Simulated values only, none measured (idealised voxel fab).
Process module, titled voxel released beams
Cross-section cut spans 290 nm and uses square cells 5 nm in size.
For the purposes of this document, a cross-section shall be understood as a grid of square cells, specified as bands listed in top-to-bottom order, each band consisting of one or more rows of cells.
Per band: top height and bottom height in nm, followed by the left-to-right materials and their widths in nm; "edge to edge" marks a single material spanning edge to edge, "empty" marks empty space.
Heights from 0 (as-received wafer is one material below). Bottom band endless downward, as "z 0 and below".
The notation "30 to 40" denotes a width that varies across the rows of cells in the band, beginning at the first number in the top row, finishing at the second number in the bottom row, and changing by an identical amount from each row to the next.
For the purposes of this document, the phrase "all unchanged" attached to a step denotes that no cell within the cross-section was modified by that step.
Reported under the label "Closed void roster" are the empty spaces having no open way to the top and comprising 8 cells or more; the notation for each is width x height at distance, in which the distance is measured from the left edge and all three values are in nm.
What comes after the settings on a step's line is commentary from the simulator itself on that step.
overlay nm: mask right of planned place by this much (step with mask). Neg. = left.
These are the steps we planned for the process:
| 1 | RECEIVE | material Si |
| 2 | CONFORMAL_DEP | material SiN | thk nm 10 |
| 3 | DIRECTIONAL_DEP | material SiO2 | thk nm 10 |
| 4 | PATTERN | tone open | mask id ANCHOR | material resist | width nm 45 | thk nm 15 | overlay nm 0 |
| 5 | DIRECTIONAL_ETCH | etch materials SiO2 | depth nm 10 |
| 6 | STRIP | etch materials resist |
| 7 | CONFORMAL_DEP | material polySi | thk nm 15 |
| 8 | MASKED_ETCH | tone cover | mask id BEAM | width nm 105 | etch materials polySi | depth nm 15 | overlay nm 0 |
| 9 | STRIP | etch materials SiO2 |
The first of two wafers, run as planned:
Cross-section, incoming material, after step 1:
	z 0 and below  Si edge to edge
	Closed void roster: none
So this is the wafer cross-section right after step 2:
	z 10 to 0  SiN edge to edge
	Below 0, no change.
So this is the wafer cross-section right after step 3:
	z 20 to 10  SiO2 edge to edge
	Below 10, no change.
So this is the wafer cross-section right after step 4:
	z 35 to 20  resist=95; empty=45; resist=150
	Below 20, no change.
So this is the wafer cross-section right after step 5:
	z 35 to 20  resist=95; empty=45; resist=150
	z 20 to 10  SiO2=95; empty=45; SiO2=150
	Below 10, no change.
So this is the wafer cross-section right after step 6:
	z 20 to 10  SiO2=95; empty=45; SiO2=150
	Below 10, no change.
So this is the wafer cross-section right after step 7:
	z 35 to 25  polySi=110; empty=15; polySi=165
	z 25 to 20  polySi edge to edge
	z 20 to 10  SiO2=95; polySi=45; SiO2=150
	Below 10, no change.
So this is the wafer cross-section right after step 8:
	z 35 to 25  empty=90; polySi=20; empty=15; polySi=70; empty=95
	z 25 to 20  empty=90; polySi=105; empty=95
	Below 20, no change.
So this is the wafer cross-section right after step 9:
	z 35 to 25  empty=90; polySi=20; empty=15; polySi=70; empty=95
	z 25 to 20  empty=90; polySi=105; empty=95
	z 20 to 10  empty=95; polySi=45; empty=150
	Below 10, no change.
Second wafer. Start and plan as for the first. One mistake made in running. Agrees with the first up to and including step 2:
Second wafer profile in section, at the moment step 3 of the plan was meant to be complete:
	z 15 to 10  SiO2 edge to edge
	Below 10, no change.
Second wafer profile in section, at the moment step 4 of the plan was meant to be complete:
	z 30 to 15  resist=95; empty=45; resist=150
	Below 15, no change.
Second wafer profile in section, at the moment step 5 of the plan was meant to be complete:
	z 30 to 15  resist=95; empty=45; resist=150
	z 15 to 10  SiO2=95; empty=45; SiO2=150
	Below 10, no change.
Second wafer profile in section, at the moment step 6 of the plan was meant to be complete:
	z 15 to 10  SiO2=95; empty=45; SiO2=150
	Below 10, no change.
Second wafer profile in section, at the moment step 7 of the plan was meant to be complete:
	z 30 to 25  polySi=110; empty=15; polySi=165
	z 25 to 15  polySi edge to edge
	z 15 to 10  SiO2=95; polySi=45; SiO2=150
	Below 10, no change.
Second wafer profile in section, at the moment step 8 of the plan was meant to be complete:
	z 30 to 25  empty=90; polySi=20; empty=15; polySi=70; empty=95
	z 25 to 15  empty=90; polySi=105; empty=95
	Below 15, no change.
Second wafer profile in section, at the moment step 9 of the plan was meant to be complete:
	z 30 to 25  empty=90; polySi=20; empty=15; polySi=70; empty=95
	z 25 to 15  empty=90; polySi=105; empty=95
	z 15 to 10  empty=95; polySi=45; empty=150
	Below 10, no change.
The plan and the run diverged here: step 3 did not happen as planned, as run it was DIRECTIONAL_DEP | material SiO2 | thk nm 5
At the finish, the second wafer shows more or fewer cells for some materials than the first does: polySi -6
